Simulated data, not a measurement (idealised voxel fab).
You're looking at the process module voxel self aligned vias.
The width of the displayed cross-section, cut, is 285 nm; its cells are square, with a size of 5 nm.
In what follows, cross-sections appear as grids of square cells, described through bands that run from the top down, where every band is one or more rows of cells. Look at the band entry: it leads with the top's height and the bottom's height in nm. Then it lists the materials left to right, with a width in nm for each. The word "all across" on a single material says that material fills the band edge to edge. The word "blank" is empty space. The reference from which all heights are counted is 0, the level beneath which the as-received wafer is entirely one material; the lowest band, having no lower bound, proceeds downward and is written after the example "0..down". A width such as "30 to 40" changes by the same amount from each row of cells to the next, from the band's top row to its bottom row. A step reported as "remains unaltered" is a step in which no cell of the cross-section changed. Look at "Unvented internal voids" for the closed voids: empty spaces with no open path to the top, sized 8 cells or up. Each is width x height at distance, distance from the left edge, all nm. Formally, on a step line, whatever follows the settings is a remark that the simulator itself makes on the step. When a step includes a mask, the "overlay nm" setting on its line states how far to the right of its planned place that mask lay, and negative values state how far to the left. From here on the document is pairs. In a pair, the cross-section before one process step comes with the cross-section after it, and the latter goes no deeper than the lowest band that changed. What lies in between, the step and its settings, is written under the pair. A pair may be from a different run of this module on the same starting wafer than the pair above it, so it continues from that pair only where its entry headed "Ex-ante state" says so.
[Ex-ante state]
* 0..down  Si all across
* Unvented internal voids: none
[Resulting Cross-Section]
* 15..0  SiO2 all across
* Lower than 0, everything is as it was.
* Unvented internal voids: none
The process step separating the two cross-sections depicted above is as follows: CONFORMAL_DEP [material SiO2] [thk nm 15]
Ex-ante state: as in the pair right above, post-step view.
[Resulting Cross-Section]
* 20..15  SiCN all across
* Lower than 15, everything is as it was.
* Unvented internal voids: none
The process step separating the two cross-sections depicted above is as follows: CONFORMAL_DEP [material SiCN] [thk nm 5]
Ex-ante state: as in the pair right above, post-step view.
[Resulting Cross-Section]
* 45..20  SiO2 all across
* Lower than 20, everything is as it was.
* Unvented internal voids: none
The process step separating the two cross-sections depicted above is as follows: DIRECTIONAL_DEP [material SiO2] [thk nm 25]
Ex-ante state: as in the pair right above, post-step view.
[Resulting Cross-Section]
* 55..45  aC all across
* Lower than 45, everything is as it was.
* Unvented internal voids: none
The process step separating the two cross-sections depicted above is as follows: DIRECTIONAL_DEP [material aC] [thk nm 10]
Ex-ante state: as in the pair right above, post-step view.
[Resulting Cross-Section]
* 80..55  resist 65, blank 25, resist 40, blank 25, resist 40, blank 25, resist 65
* Lower than 55, everything is as it was.
* Unvented internal voids: none
The process step separating the two cross-sections depicted above is as follows: PATTERN [tone open] [mask id LINES] [material resist] [width nm 25] [pitch nm 65] [thk nm 25] [overlay nm 0]
Ex-ante state: as in the pair right above, post-step view.
[Resulting Cross-Section]
* 70..55  resist 65, blank 25, resist 40, blank 25, resist 40, blank 25, resist 65
* 55..45  aC 65, blank 25, aC 40, blank 25, aC 40, blank 25, aC 65
* Lower than 45, everything is as it was.
* Unvented internal voids: none
The process step separating the two cross-sections depicted above is as follows: DIRECTIONAL_ETCH [etch materials aC] [depth nm 10]
Ex-ante state: as in the pair right above, post-step view.
[Resulting Cross-Section]
* 55..45  aC 65, blank 25, aC 40, blank 25, aC 40, blank 25, aC 65
* Lower than 45, everything is as it was.
* Unvented internal voids: none
The process step separating the two cross-sections depicted above is as follows: STRIP [etch materials resist]
Ex-ante state: as in the pair right above, post-step view.
[Resulting Cross-Section]
* 55..45  aC 65, blank 25, aC 40, blank 25, aC 40, blank 25, aC 65
* 45..20  SiO2 65, blank 25, SiO2 40, blank 25, SiO2 40, blank 25, SiO2 65
* Lower than 20, everything is as it was.
* Unvented internal voids: none
The process step separating the two cross-sections depicted above is as follows: DIRECTIONAL_ETCH [etch materials SiO2] [depth nm 25]
Ex-ante state: as in the pair right above, post-step view.
[Resulting Cross-Section]
* 45..20  SiO2 65, blank 25, SiO2 40, blank 25, SiO2 40, blank 25, SiO2 65
* Lower than 20, everything is as it was.
* Unvented internal voids: none
The process step separating the two cross-sections depicted above is as follows: STRIP [etch materials aC]
Ex-ante state: as in the pair right above, post-step view.
[Resulting Cross-Section]
* 50..45  TiN 70, blank 15, TiN 50, blank 15, TiN 50, blank 15, TiN 70
* 45..25  SiO2 65, TiN 5, blank 15, TiN 5, SiO2 40, TiN 5, blank 15, TiN 5, SiO2 40, TiN 5, blank 15, TiN 5, SiO2 65
* 25..20  SiO2 65, TiN 25, SiO2 40, TiN 25, SiO2 40, TiN 25, SiO2 65
* Lower than 20, everything is as it was.
* Unvented internal voids: none
The process step separating the two cross-sections depicted above is as follows: CONFORMAL_DEP [material TiN] [thk nm 5]
Ex-ante state: as in the pair right above, post-step view.
[Resulting Cross-Section]
* 55..50  Ru all across
* 50..45  TiN 70, Ru 15, TiN 50, Ru 15, TiN 50, Ru 15, TiN 70
* 45..25  SiO2 65, TiN 5, Ru 15, TiN 5, SiO2 40, TiN 5, Ru 15, TiN 5, SiO2 40, TiN 5, Ru 15, TiN 5, SiO2 65
* Lower than 25, everything is as it was.
* Unvented internal voids: none
The process step separating the two cross-sections depicted above is as follows: FILL_DEP [material Ru] [thk nm 5]
Ex-ante state: as in the pair right above, post-step view.
[Resulting Cross-Section]
* 45..25  SiO2 65, TiN 5, Ru 15, TiN 5, SiO2 40, TiN 5, Ru 15, TiN 5, SiO2 40, TiN 5, Ru 15, TiN 5, SiO2 65
* Lower than 25, everything is as it was.
* Unvented internal voids: none
The process step separating the two cross-sections depicted above is as follows: CMP [height nm 45]
Ex-ante state: as in the pair right above, post-step view.
[Resulting Cross-Section]
* 45..35  SiO2 65, blank 25, SiO2 40, blank 25, SiO2 40, blank 25, SiO2 65
* Lower than 35, everything is as it was.
* Unvented internal voids: none
The process step separating the two cross-sections depicted above is as follows: SELECTIVE_ETCH [etch materials W Ru TiN] [depth nm 10]
Ex-ante state: as in the pair right above, post-step view.
[Resulting Cross-Section]
* 55..45  SiN all across
* 45..35  SiO2 65, SiN 25, SiO2 40, SiN 25, SiO2 40, SiN 25, SiO2 65
* Lower than 35, everything is as it was.
* Unvented internal voids: none
The process step separating the two cross-sections depicted above is as follows: FILL_DEP [material SiN] [thk nm 10]
Ex-ante state: as in the pair right above, post-step view.
[Resulting Cross-Section]
* 45..35  SiO2 65, SiN 25, SiO2 40, SiN 25, SiO2 40, SiN 25, SiO2 65
* Lower than 35, everything is as it was.
* Unvented internal voids: none
The process step separating the two cross-sections depicted above is as follows: CMP [height nm 45]
Ex-ante state: as in the pair right above, post-step view.
[Resulting Cross-Section]
* 65..45  SiO2 all across
* Lower than 45, everything is as it was.
* Unvented internal voids: none
The process step separating the two cross-sections depicted above is as follows: DIRECTIONAL_DEP [material SiO2] [thk nm 20]
Ex-ante state: as in the pair right above, post-step view.
[Resulting Cross-Section]
* 80..65  resist 55, blank 45, resist 85, blank 45, resist 55
* Lower than 65, everything is as it was.
* Unvented internal voids: none
The process step separating the two cross-sections depicted above is as follows: PATTERN [tone open] [mask id VIAS] [material resist] [width nm 45] [pitch nm 130] [thk nm 15] [overlay nm 0]
Ex-ante state: as in the pair right above, post-step view.
[Resulting Cross-Section]
* 80..65  resist 55, blank 45, resist 85, blank 45, resist 55
* 65..45  SiO2 55, blank 45, SiO2 85, blank 45, SiO2 55
* Lower than 45, everything is as it was.
* Unvented internal voids: none
The process step separating the two cross-sections depicted above is as follows: DIRECTIONAL_ETCH [etch materials SiO2] [depth nm 20]
Ex-ante state: as in the pair right above, post-step view.
[Resulting Cross-Section]
* 80..65  resist 55, blank 45, resist 85, blank 45, resist 55
* 65..45  SiO2 55, blank 45, SiO2 85, blank 45, SiO2 55
* 45..35  SiO2 65, blank 25, SiO2 40, SiN 25, SiO2 40, blank 25, SiO2 65
* Lower than 35, everything is as it was.
* Unvented internal voids: none
The process step separating the two cross-sections depicted above is as follows: DIRECTIONAL_ETCH [etch materials SiN] [depth nm 10]
Ex-ante state: as in the pair right above, post-step view.
[Resulting Cross-Section]
* 65..45  SiO2 55, blank 45, SiO2 85, blank 45, SiO2 55
* Lower than 45, everything is as it was.
* Unvented internal voids: none
The process step separating the two cross-sections depicted above is as follows: STRIP [etch materials resist]
Ex-ante state: as in the pair right above, post-step view.
[Resulting Cross-Section]
* 70..65  TiN 60, blank 35, TiN 95, blank 35, TiN 60
* 65..50  SiO2 55, TiN 5, blank 35, TiN 5, SiO2 85, TiN 5, blank 35, TiN 5, SiO2 55
* 50..45  SiO2 55, TiN 15, blank 15, TiN 15, SiO2 85, TiN 15, blank 15, TiN 15, SiO2 55
* 45..40  SiO2 65, TiN 5, blank 15, TiN 5, SiO2 40, SiN 25, SiO2 40, TiN 5, blank 15, TiN 5, SiO2 65
* 40..35  SiO2 65, TiN 25, SiO2 40, SiN 25, SiO2 40, TiN 25, SiO2 65
* Lower than 35, everything is as it was.
* Unvented internal voids: none
The process step separating the two cross-sections depicted above is as follows: CONFORMAL_DEP [material TiN] [thk nm 5]
Ex-ante state: as in the pair right above, post-step view.
[Resulting Cross-Section]
* 80..70  Cu all across
* 70..65  TiN 60, Cu 35, TiN 95, Cu 35, TiN 60
* 65..50  SiO2 55, TiN 5, Cu 35, TiN 5, SiO2 85, TiN 5, Cu 35, TiN 5, SiO2 55
* 50..45  SiO2 55, TiN 15, Cu 15, TiN 15, SiO2 85, TiN 15, Cu 15, TiN 15, SiO2 55
* 45..40  SiO2 65, TiN 5, Cu 15, TiN 5, SiO2 40, SiN 25, SiO2 40, TiN 5, Cu 15, TiN 5, SiO2 65
* Lower than 40, everything is as it was.
* Unvented internal voids: none
The process step separating the two cross-sections depicted above is as follows: FILL_DEP [material Cu] [thk nm 10]
Ex-ante state: as in the pair right above, post-step view.
[Resulting Cross-Section]
* 65..50  SiO2 55, TiN 5, Cu 35, TiN 5, SiO2 85, TiN 5, Cu 35, TiN 5, SiO2 55
* Lower than 50, everything is as it was.
* Unvented internal voids: none
The process step separating the two cross-sections depicted above is as follows: CMP [height nm 65]
Ex-ante state: as in the pair right above, post-step view.
[Resulting Cross-Section]
* 70..65  SiCN all across
* Lower than 65, everything is as it was.
* Unvented internal voids: none
The process step separating the two cross-sections depicted above is as follows: CONFORMAL_DEP [material SiCN] [thk nm 5]
[Ex-ante state]
* 80..70  Cu all across
* 70..65  TiN 60, Cu 35, TiN 95, Cu 35, TiN 60
* 65..50  SiO2 55, TiN 5, Cu 35, TiN 5, SiO2 85, TiN 5, Cu 35, TiN 5, SiO2 55
* 50..45  SiO2 55, TiN 15, Cu 15, TiN 15, SiO2 85, TiN 15, Cu 15, TiN 15, SiO2 55
* 45..40  SiO2 65, TiN 5, Cu 15, TiN 5, SiO2 40, SiN 25, SiO2 40, TiN 5, Cu 15, TiN 5, SiO2 65
* 40..35  SiO2 65, TiN 25, SiO2 40, SiN 25, SiO2 40, TiN 25, SiO2 65
* 35..25  SiO2 65, TiN 5, Ru 15, TiN 5, SiO2 40, TiN 5, Ru 15, TiN 5, SiO2 40, TiN 5, Ru 15, TiN 5, SiO2 65
* 25..20  SiO2 65, TiN 25, SiO2 40, TiN 25, SiO2 40, TiN 25, SiO2 65
* 20..15  SiCN all across
* 15..0  SiO2 all across
* 0..down  Si all across
* Unvented internal voids: none
[Resulting Cross-Section]
* 85..80  SiCN all across
* Lower than 80, everything is as it was.
* Unvented internal voids: none
The process step separating the two cross-sections depicted above is as follows: CONFORMAL_DEP [material SiCN] [thk nm 5]
[Ex-ante state]
* 15..0  SiO2 all across
* 0..down  Si all across
* Unvented internal voids: none
[Resulting Cross-Section]
* 30..0  SiO2 all across
* Lower than 0, everything is as it was.
* Unvented internal voids: none
The process step separating the two cross-sections depicted above is as follows: CONFORMAL_DEP [material SiO2] [thk nm 15]
Ex-ante state: as in the pair right above, post-step view.
[Resulting Cross-Section]
* 35..30  SiCN all across
* Lower than 30, everything is as it was.
* Unvented internal voids: none
The process step separating the two cross-sections depicted above is as follows: CONFORMAL_DEP [material SiCN] [thk nm 5]
Ex-ante state: as in the pair right above, post-step view.
[Resulting Cross-Section]
* 60..35  SiO2 all across
* Lower than 35, everything is as it was.
* Unvented internal voids: none
The process step separating the two cross-sections depicted above is as follows: DIRECTIONAL_DEP [material SiO2] [thk nm 25]
Ex-ante state: as in the pair right above, post-step view.
[Resulting Cross-Section]
* 70..60  aC all across
* Lower than 60, everything is as it was.
* Unvented internal voids: none
The process step separating the two cross-sections depicted above is as follows: DIRECTIONAL_DEP [material aC] [thk nm 10]
Ex-ante state: as in the pair right above, post-step view.
[Resulting Cross-Section]
* 95..70  resist 65, blank 25, resist 40, blank 25, resist 40, blank 25, resist 65
* Lower than 70, everything is as it was.
* Unvented internal voids: none
The process step separating the two cross-sections depicted above is as follows: PATTERN [tone open] [mask id LINES] [material resist] [width nm 25] [pitch nm 65] [thk nm 25] [overlay nm 0]
Ex-ante state: as in the pair right above, post-step view.
[Resulting Cross-Section]
* 85..70  resist 65, blank 25, resist 40, blank 25, resist 40, blank 25, resist 65
* 70..60  aC 65, blank 25, aC 40, blank 25, aC 40, blank 25, aC 65
* Lower than 60, everything is as it was.
* Unvented internal voids: none
The process step separating the two cross-sections depicted above is as follows: DIRECTIONAL_ETCH [etch materials aC] [depth nm 10]
Ex-ante state: as in the pair right above, post-step view.
[Resulting Cross-Section]
* 70..60  aC 65, blank 25, aC 40, blank 25, aC 40, blank 25, aC 65
* Lower than 60, everything is as it was.
* Unvented internal voids: none
The process step separating the two cross-sections depicted above is as follows: STRIP [etch materials resist]
Ex-ante state: as in the pair right above, post-step view.
[Resulting Cross-Section]
* 70..60  aC 65, blank 25, aC 40, blank 25, aC 40, blank 25, aC 65
* 60..35  SiO2 65, blank 25, SiO2 40, blank 25, SiO2 40, blank 25, SiO2 65
* Lower than 35, everything is as it was.
* Unvented internal voids: none
The process step separating the two cross-sections depicted above is as follows: DIRECTIONAL_ETCH [etch materials SiO2] [depth nm 25]
Ex-ante state: as in the pair right above, post-step view.
[Resulting Cross-Section]
* 60..35  SiO2 65, blank 25, SiO2 40, blank 25, SiO2 40, blank 25, SiO2 65
* Lower than 35, everything is as it was.
* Unvented internal voids: none
The process step separating the two cross-sections depicted above is as follows: STRIP [etch materials aC]
Ex-ante state: as in the pair right above, post-step view.
[Resulting Cross-Section]
* 65..60  TiN 70, blank 15, TiN 50, blank 15, TiN 50, blank 15, TiN 70
* 60..40  SiO2 65, TiN 5, blank 15, TiN 5, SiO2 40, TiN 5, blank 15, TiN 5, SiO2 40, TiN 5, blank 15, TiN 5, SiO2 65
* 40..35  SiO2 65, TiN 25, SiO2 40, TiN 25, SiO2 40, TiN 25, SiO2 65
* Lower than 35, everything is as it was.
* Unvented internal voids: none
The process step separating the two cross-sections depicted above is as follows: CONFORMAL_DEP [material TiN] [thk nm 5]
Ex-ante state: as in the pair right above, post-step view.
[Resulting Cross-Section]
* 70..65  Ru all across
* 65..60  TiN 70, Ru 15, TiN 50, Ru 15, TiN 50, Ru 15, TiN 70
* 60..40  SiO2 65, TiN 5, Ru 15, TiN 5, SiO2 40, TiN 5, Ru 15, TiN 5, SiO2 40, TiN 5, Ru 15, TiN 5, SiO2 65
* Lower than 40, everything is as it was.
* Unvented internal voids: none
The process step separating the two cross-sections depicted above is as follows: FILL_DEP [material Ru] [thk nm 5]
Ex-ante state: as in the pair right above, post-step view.
[Resulting Cross-Section]
* 45..40  SiO2 65, TiN 5, Ru 15, TiN 5, SiO2 40, TiN 5, Ru 15, TiN 5, SiO2 40, TiN 5, Ru 15, TiN 5, SiO2 65
* Lower than 40, everything is as it was.
* Unvented internal voids: none
The process step separating the two cross-sections depicted above is as follows: CMP [height nm 45]
Ex-ante state: as in the pair right above, post-step view.
[Resulting Cross-Section]
* 45..35  SiO2 65, blank 25, SiO2 40, blank 25, SiO2 40, blank 25, SiO2 65
* Lower than 35, everything is as it was.
* Unvented internal voids: none
The process step separating the two cross-sections depicted above is as follows: SELECTIVE_ETCH [etch materials W Ru TiN] [depth nm 10]
Ex-ante state: as in the pair right above, post-step view.
[Resulting Cross-Section]
* 55..45  SiN all across
* 45..35  SiO2 65, SiN 25, SiO2 40, SiN 25, SiO2 40, SiN 25, SiO2 65
* Lower than 35, everything is as it was.
* Unvented internal voids: none
The process step separating the two cross-sections depicted above is as follows: FILL_DEP [material SiN] [thk nm 10]
Ex-ante state: as in the pair right above, post-step view.
[Resulting Cross-Section]
* 45..35  SiO2 65, SiN 25, SiO2 40, SiN 25, SiO2 40, SiN 25, SiO2 65
* Lower than 35, everything is as it was.
* Unvented internal voids: none
The process step separating the two cross-sections depicted above is as follows: CMP [height nm 45]
Ex-ante state: as in the pair right above, post-step view.
[Resulting Cross-Section]
* 65..45  SiO2 all across
* Lower than 45, everything is as it was.
* Unvented internal voids: none
The process step separating the two cross-sections depicted above is as follows: DIRECTIONAL_DEP [material SiO2] [thk nm 20]
Ex-ante state: as in the pair right above, post-step view.
[Resulting Cross-Section]
* 80..65  resist 55, blank 45, resist 85, blank 45, resist 55
* Lower than 65, everything is as it was.
* Unvented internal voids: none
The process step separating the two cross-sections depicted above is as follows: PATTERN [tone open] [mask id VIAS] [material resist] [width nm 45] [pitch nm 130] [thk nm 15] [overlay nm 0]
Ex-ante state: as in the pair right above, post-step view.
[Resulting Cross-Section]
* 80..65  resist 55, blank 45, resist 85, blank 45, resist 55
* 65..45  SiO2 55, blank 45, SiO2 85, blank 45, SiO2 55
* Lower than 45, everything is as it was.
* Unvented internal voids: none
The process step separating the two cross-sections depicted above is as follows: DIRECTIONAL_ETCH [etch materials SiO2] [depth nm 20]
Ex-ante state: as in the pair right above, post-step view.
[Resulting Cross-Section]
* 80..65  resist 55, blank 45, resist 85, blank 45, resist 55
* 65..45  SiO2 55, blank 45, SiO2 85, blank 45, SiO2 55
* 45..35  SiO2 65, blank 25, SiO2 40, SiN 25, SiO2 40, blank 25, SiO2 65
* Lower than 35, everything is as it was.
* Unvented internal voids: none
The process step separating the two cross-sections depicted above is as follows: DIRECTIONAL_ETCH [etch materials SiN] [depth nm 10]
Ex-ante state: as in the pair right above, post-step view.
[Resulting Cross-Section]
* 65..45  SiO2 55, blank 45, SiO2 85, blank 45, SiO2 55
* Lower than 45, everything is as it was.
* Unvented internal voids: none
The process step separating the two cross-sections depicted above is as follows: STRIP [etch materials resist]
Ex-ante state: as in the pair right above, post-step view.
[Resulting Cross-Section]
* 70..65  TiN 60, blank 35, TiN 95, blank 35, TiN 60
* 65..50  SiO2 55, TiN 5, blank 35, TiN 5, SiO2 85, TiN 5, blank 35, TiN 5, SiO2 55
* 50..45  SiO2 55, TiN 15, blank 15, TiN 15, SiO2 85, TiN 15, blank 15, TiN 15, SiO2 55
* 45..40  SiO2 65, TiN 5, blank 15, TiN 5, SiO2 40, SiN 25, SiO2 40, TiN 5, blank 15, TiN 5, SiO2 65
* 40..35  SiO2 65, TiN 25, SiO2 40, SiN 25, SiO2 40, TiN 25, SiO2 65
* Lower than 35, everything is as it was.
* Unvented internal voids: none
The process step separating the two cross-sections depicted above is as follows: CONFORMAL_DEP [material TiN] [thk nm 5]
Ex-ante state: as in the pair right above, post-step view.
[Resulting Cross-Section]
* 80..70  Cu all across
* 70..65  TiN 60, Cu 35, TiN 95, Cu 35, TiN 60
* 65..50  SiO2 55, TiN 5, Cu 35, TiN 5, SiO2 85, TiN 5, Cu 35, TiN 5, SiO2 55
* 50..45  SiO2 55, TiN 15, Cu 15, TiN 15, SiO2 85, TiN 15, Cu 15, TiN 15, SiO2 55
* 45..40  SiO2 65, TiN 5, Cu 15, TiN 5, SiO2 40, SiN 25, SiO2 40, TiN 5, Cu 15, TiN 5, SiO2 65
* Lower than 40, everything is as it was.
* Unvented internal voids: none
The process step separating the two cross-sections depicted above is as follows: FILL_DEP [material Cu] [thk nm 10]
Ex-ante state: as in the pair right above, post-step view.
[Resulting Cross-Section]
* 65..50  SiO2 55, TiN 5, Cu 35, TiN 5, SiO2 85, TiN 5, Cu 35, TiN 5, SiO2 55
* Lower than 50, everything is as it was.
* Unvented internal voids: none
The process step separating the two cross-sections depicted above is as follows: CMP [height nm 65]
Ex-ante state: as in the pair right above, post-step view.
[Resulting Cross-Section]
* 70..65  SiCN all across
* Lower than 65, everything is as it was.
* Unvented internal voids: none
The process step separating the two cross-sections depicted above is as follows: CONFORMAL_DEP [material SiCN] [thk nm 5]
[Ex-ante state]
* 15..0  SiO2 all across
* 0..down  Si all across
* Unvented internal voids: none
[Resulting Cross-Section]
* 40..0  SiO2 all across
* Lower than 0, everything is as it was.
* Unvented internal voids: none
The process step separating the two cross-sections depicted above is as follows: DIRECTIONAL_DEP [material SiO2] [thk nm 25]
Ex-ante state: as in the pair right above, post-step view.
[Resulting Cross-Section]
* 45..40  SiCN all across
* Lower than 40, everything is as it was.
* Unvented internal voids: none
The process step separating the two cross-sections depicted above is as follows: CONFORMAL_DEP [material SiCN] [thk nm 5]
Ex-ante state: as in the pair right above, post-step view.
[Resulting Cross-Section]
* 55..45  aC all across
* Lower than 45, everything is as it was.
* Unvented internal voids: none
The process step separating the two cross-sections depicted above is as follows: DIRECTIONAL_DEP [material aC] [thk nm 10]
Ex-ante state: as in the pair right above, post-step view.
[Resulting Cross-Section]
* 80..55  resist 65, blank 25, resist 40, blank 25, resist 40, blank 25, resist 65
* Lower than 55, everything is as it was.
* Unvented internal voids: none
The process step separating the two cross-sections depicted above is as follows: PATTERN [tone open] [mask id LINES] [material resist] [width nm 25] [pitch nm 65] [thk nm 25] [overlay nm 0]
Ex-ante state: as in the pair right above, post-step view.
[Resulting Cross-Section]
* 70..55  resist 65, blank 25, resist 40, blank 25, resist 40, blank 25, resist 65
* 55..45  aC 65, blank 25, aC 40, blank 25, aC 40, blank 25, aC 65
* Lower than 45, everything is as it was.
* Unvented internal voids: none
The process step separating the two cross-sections depicted above is as follows: DIRECTIONAL_ETCH [etch materials aC] [depth nm 10]
Ex-ante state: as in the pair right above, post-step view.
[Resulting Cross-Section]
* 55..45  aC 65, blank 25, aC 40, blank 25, aC 40, blank 25, aC 65
* Lower than 45, everything is as it was.
* Unvented internal voids: none
The process step separating the two cross-sections depicted above is as follows: STRIP [etch materials resist]
Ex-ante state: as in the pair right above, post-step view.
[Resulting Cross-Section]
* 45..40  SiCN all across
* Lower than 40, everything is as it was.
* Unvented internal voids: none
The process step separating the two cross-sections depicted above is as follows: STRIP [etch materials aC]
Ex-ante state: as in the pair right above, post-step view.
[Resulting Cross-Section]
* 50..45  TiN all across
* Lower than 45, everything is as it was.
* Unvented internal voids: none
The process step separating the two cross-sections depicted above is as follows: CONFORMAL_DEP [material TiN] [thk nm 5]
Ex-ante state: as in the pair right above, post-step view.
[Resulting Cross-Section]
* 55..50  Ru all across
* Lower than 50, everything is as it was.
* Unvented internal voids: none
The process step separating the two cross-sections depicted above is as follows: FILL_DEP [material Ru] [thk nm 5]
Ex-ante state: as in the pair right above, post-step view.
[Resulting Cross-Section]
* 45..40  SiCN all across
* Lower than 40, everything is as it was.
* Unvented internal voids: none
The process step separating the two cross-sections depicted above is as follows: CMP [height nm 45]
Ex-ante state: as in the pair right above, post-step view.
[Resulting Cross-Section]
* 55..45  SiN all across
* Lower than 45, everything is as it was.
* Unvented internal voids: none
The process step separating the two cross-sections depicted above is as follows: FILL_DEP [material SiN] [thk nm 10]
Ex-ante state: as in the pair right above, post-step view.
[Resulting Cross-Section]
* 45..40  SiCN all across
* Lower than 40, everything is as it was.
* Unvented internal voids: none
The process step separating the two cross-sections depicted above is as follows: CMP [height nm 45]
Ex-ante state: as in the pair right above, post-step view.
[Resulting Cross-Section]
* 65..45  SiO2 all across
* Lower than 45, everything is as it was.
* Unvented internal voids: none
The process step separating the two cross-sections depicted above is as follows: DIRECTIONAL_DEP [material SiO2] [thk nm 20]
Ex-ante state: as in the pair right above, post-step view.
[Resulting Cross-Section]
* 80..65  resist 55, blank 45, resist 85, blank 45, resist 55
* Lower than 65, everything is as it was.
* Unvented internal voids: none
The process step separating the two cross-sections depicted above is as follows: PATTERN [tone open] [mask id VIAS] [material resist] [width nm 45] [pitch nm 130] [thk nm 15] [overlay nm 0]
Ex-ante state: as in the pair right above, post-step view.
[Resulting Cross-Section]
* 80..65  resist 55, blank 45, resist 85, blank 45, resist 55
* 65..45  SiO2 55, blank 45, SiO2 85, blank 45, SiO2 55
* Lower than 45, everything is as it was.
* Unvented internal voids: none
The process step separating the two cross-sections depicted above is as follows: DIRECTIONAL_ETCH [etch materials SiO2] [depth nm 20]
Ex-ante state: as in the pair right above, post-step view.
[Resulting Cross-Section]
* 65..45  SiO2 55, blank 45, SiO2 85, blank 45, SiO2 55
* Lower than 45, everything is as it was.
* Unvented internal voids: none
The process step separating the two cross-sections depicted above is as follows: STRIP [etch materials resist]
Ex-ante state: as in the pair right above, post-step view.
[Resulting Cross-Section]
* 70..65  TiN 60, blank 35, TiN 95, blank 35, TiN 60
* 65..50  SiO2 55, TiN 5, blank 35, TiN 5, SiO2 85, TiN 5, blank 35, TiN 5, SiO2 55
* 50..45  SiO2 55, TiN 45, SiO2 85, TiN 45, SiO2 55
* Lower than 45, everything is as it was.
* Unvented internal voids: none
The process step separating the two cross-sections depicted above is as follows: CONFORMAL_DEP [material TiN] [thk nm 5]
Ex-ante state: as in the pair right above, post-step view.
[Resulting Cross-Section]
* 80..70  Cu all across
* 70..65  TiN 60, Cu 35, TiN 95, Cu 35, TiN 60
* 65..50  SiO2 55, TiN 5, Cu 35, TiN 5, SiO2 85, TiN 5, Cu 35, TiN 5, SiO2 55
* Lower than 50, everything is as it was.
* Unvented internal voids: none
The process step separating the two cross-sections depicted above is as follows: FILL_DEP [material Cu] [thk nm 10]
Ex-ante state: as in the pair right above, post-step view.
[Resulting Cross-Section]
* 65..50  SiO2 55, TiN 5, Cu 35, TiN 5, SiO2 85, TiN 5, Cu 35, TiN 5, SiO2 55
* Lower than 50, everything is as it was.
* Unvented internal voids: none
The process step separating the two cross-sections depicted above is as follows: CMP [height nm 65]
Ex-ante state: as in the pair right above, post-step view.
[Resulting Cross-Section]
* 70..65  SiCN all across
* Lower than 65, everything is as it was.
* Unvented internal voids: none
The process step separating the two cross-sections depicted above is as follows: CONFORMAL_DEP [material SiCN] [thk nm 5]
[Ex-ante state]
* 80..70  Cu all across
* 70..65  TiN 60, Cu 35, TiN 95, Cu 35, TiN 60
* 65..50  SiO2 55, TiN 5, Cu 35, TiN 5, SiO2 85, TiN 5, Cu 35, TiN 5, SiO2 55
* 50..45  SiO2 55, TiN 15, Cu 15, TiN 15, SiO2 85, TiN 15, Cu 15, TiN 15, SiO2 55
* 45..40  SiO2 65, TiN 5, Cu 15, TiN 5, SiO2 40, SiN 25, SiO2 40, TiN 5, Cu 15, TiN 5, SiO2 65
* 40..35  SiO2 65, TiN 25, SiO2 40, SiN 25, SiO2 40, TiN 25, SiO2 65
* 35..25  SiO2 65, TiN 5, Ru 15, TiN 5, SiO2 40, TiN 5, Ru 15, TiN 5, SiO2 40, TiN 5, Ru 15, TiN 5, SiO2 65
* 25..20  SiO2 65, TiN 25, SiO2 40, TiN 25, SiO2 40, TiN 25, SiO2 65
* 20..15  SiCN all across
* 15..0  SiO2 all across
* 0..down  Si all across
* Unvented internal voids: none
[Resulting Cross-Section]
* 60..50  SiO2 55, TiN 5, Cu 35, TiN 5, SiO2 85, TiN 5, Cu 35, TiN 5, SiO2 55
* Lower than 50, everything is as it was.
* Unvented internal voids: none
The process step separating the two cross-sections depicted above is as follows: CMP [height nm 60]
Ex-ante state: as in the pair right above, post-step view.
[Resulting Cross-Section]
* 65..60  SiCN all across
* Lower than 60, everything is as it was.
* Unvented internal voids: none
The process step separating the two cross-sections depicted above is as follows: CONFORMAL_DEP [material SiCN] [thk nm 5]
[Ex-ante state]
* 65..45  SiO2 all across
* 45..35  SiO2 65, SiN 25, SiO2 40, SiN 25, SiO2 40, SiN 25, SiO2 65
* 35..25  SiO2 65, TiN 5, Ru 15, TiN 5, SiO2 40, TiN 5, Ru 15, TiN 5, SiO2 40, TiN 5, Ru 15, TiN 5, SiO2 65
* 25..20  SiO2 65, TiN 25, SiO2 40, TiN 25, SiO2 40, TiN 25, SiO2 65
* 20..15  SiCN all across
* 15..0  SiO2 all across
* 0..down  Si all across
* Unvented internal voids: none
[Resulting Cross-Section]
* 80..65  resist 55, blank 50, resist 80, blank 50, resist 50
* Lower than 65, everything is as it was.
* Unvented internal voids: none
The process step separating the two cross-sections depicted above is as follows: PATTERN [tone open] [mask id VIAS] [material resist] [width nm 50] [pitch nm 130] [thk nm 15] [overlay nm 0]
Ex-ante state: as in the pair right above, post-step view.
[Resulting Cross-Section]
* 80..65  resist 55, blank 50, resist 80, blank 50, resist 50
* 65..45  SiO2 55, blank 50, SiO2 80, blank 50, SiO2 50
* Lower than 45, everything is as it was.
* Unvented internal voids: none
The process step separating the two cross-sections depicted above is as follows: DIRECTIONAL_ETCH [etch materials SiO2] [depth nm 20]
Ex-ante state: as in the pair right above, post-step view.
[Resulting Cross-Section]
* 80..65  resist 55, blank 50, resist 80, blank 50, resist 50
* 65..45  SiO2 55, blank 50, SiO2 80, blank 50, SiO2 50
* 45..35  SiO2 65, blank 25, SiO2 40, SiN 25, SiO2 40, blank 25, SiO2 65
* Lower than 35, everything is as it was.
* Unvented internal voids: none
The process step separating the two cross-sections depicted above is as follows: DIRECTIONAL_ETCH [etch materials SiN] [depth nm 10]
Ex-ante state: as in the pair right above, post-step view.
[Resulting Cross-Section]
* 65..45  SiO2 55, blank 50, SiO2 80, blank 50, SiO2 50
* Lower than 45, everything is as it was.
* Unvented internal voids: none
The process step separating the two cross-sections depicted above is as follows: STRIP [etch materials resist]
